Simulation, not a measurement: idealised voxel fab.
Module name: voxel quadruple lines (process module)
It is cross-section cut that appears here, measuring 230 nm in width, its square cells being 5 nm in size.
If you're reading a cross-section in this doc, picture square cells in a grid; it comes to you as bands, top ones listed first down to the bottom, and a band can be one or more rows of cells.
In this notation a band is specified by the heights of its top and bottom, in that order and in nm, after which its materials appear from left to right, each paired with its width in nm. The word "throughout" attached to a single material means that material fills the band from edge to edge; the word "empty" stands for empty space.
Where do heights start? At 0: under that level the wafer as delivered is made of one material only. And the lowest band has no floor; it just carries on downward, as in "0 and below".
The expression "30 to 40" gives the width at the extremes of the band, the first number at its top row of cells and the second at its bottom row, with the width changing by equal amounts from each row to the next in between.
Any step labelled "left unchanged" changed none of the cells in the cross-section.
Voids not open to the top, 8 cells minimum: see "Closed void roster". Written width x height at distance; distance is from the left edge; nm.
after a step's settings: what the simulator itself notes on the step
The setting "overlay nm" may be written on the line of a step. When the step uses a mask, the value reports how far to the right of the planned place the mask lay, and a negative value reports that it lay to the left.
Below is the list of planned process steps:
| 1 | RECEIVE [material Si] |
| 2 | CONFORMAL_DEP [material SiO2] [thk nm 5] |
| 3 | DIRECTIONAL_DEP [material TiN] [thk nm 10] |
| 4 | DIRECTIONAL_DEP [material polySi] [thk nm 15] |
| 5 | DIRECTIONAL_DEP [material aC] [thk nm 20] |
| 6 | PATTERN [tone cover] [mask id MANDREL] [material resist] [width nm 25] [thk nm 25] [overlay nm 0] |
| 7 | DIRECTIONAL_ETCH [etch materials aC] [depth nm 20] |
| 8 | STRIP [etch materials resist] |
| 9 | CONFORMAL_DEP [material SiO2] [thk nm 15] |
| 10 | DIRECTIONAL_ETCH [etch materials SiO2] [depth nm 15] |
| 11 | STRIP [etch materials aC] |
| 12 | DIRECTIONAL_ETCH [etch materials polySi] [depth nm 15] |
| 13 | STRIP [etch materials SiO2] |
| 14 | CONFORMAL_DEP [material SiCN] [thk nm 5] |
| 15 | DIRECTIONAL_ETCH [etch materials SiCN] [depth nm 5] |
| 16 | STRIP [etch materials polySi] |
| 17 | DIRECTIONAL_ETCH [etch materials TiN] [depth nm 10] |
| 18 | STRIP [etch materials SiCN] |
| 19 | FILL_DEP [material SiO2] [thk nm 5] |
| 20 | CMP [height nm 15] |
This is the cross-section of the wafer as we received it, i.e. after step 1:
> 0 and below | Si throughout
> Closed void roster: none
First of two wafers, end-of-module section, run followed plan:
> 15 down to 5 | SiO2 (80)  TiN (5)  SiO2 (15)  TiN (5)  SiO2 (15)  TiN (5)  SiO2 (15)  TiN (5)  SiO2 (85)
> 5 down to 0 | SiO2 throughout
> 0 and below | Si throughout
> Closed void roster: none
This cross-section belongs to the second wafer of two at the end of the module; the start and the plan were shared with the first, and the run included one mistake:
> 15 down to 5 | SiO2 (75)  TiN (5)  SiO2 (15)  TiN (5)  SiO2 (15)  TiN (5)  SiO2 (15)  TiN (5)  SiO2 (90)
> 5 down to 0 | SiO2 throughout
> 0 and below | Si throughout
> Closed void roster: none
Finding, execution versus plan: step 6: run off-plan, actual operation and settings PATTERN [tone cover] [mask id MANDREL] [material resist] [width nm 25] [thk nm 25] [overlay nm -5]
At the close, every material occupies the same number of cells on the second wafer as on the first, only in different positions.
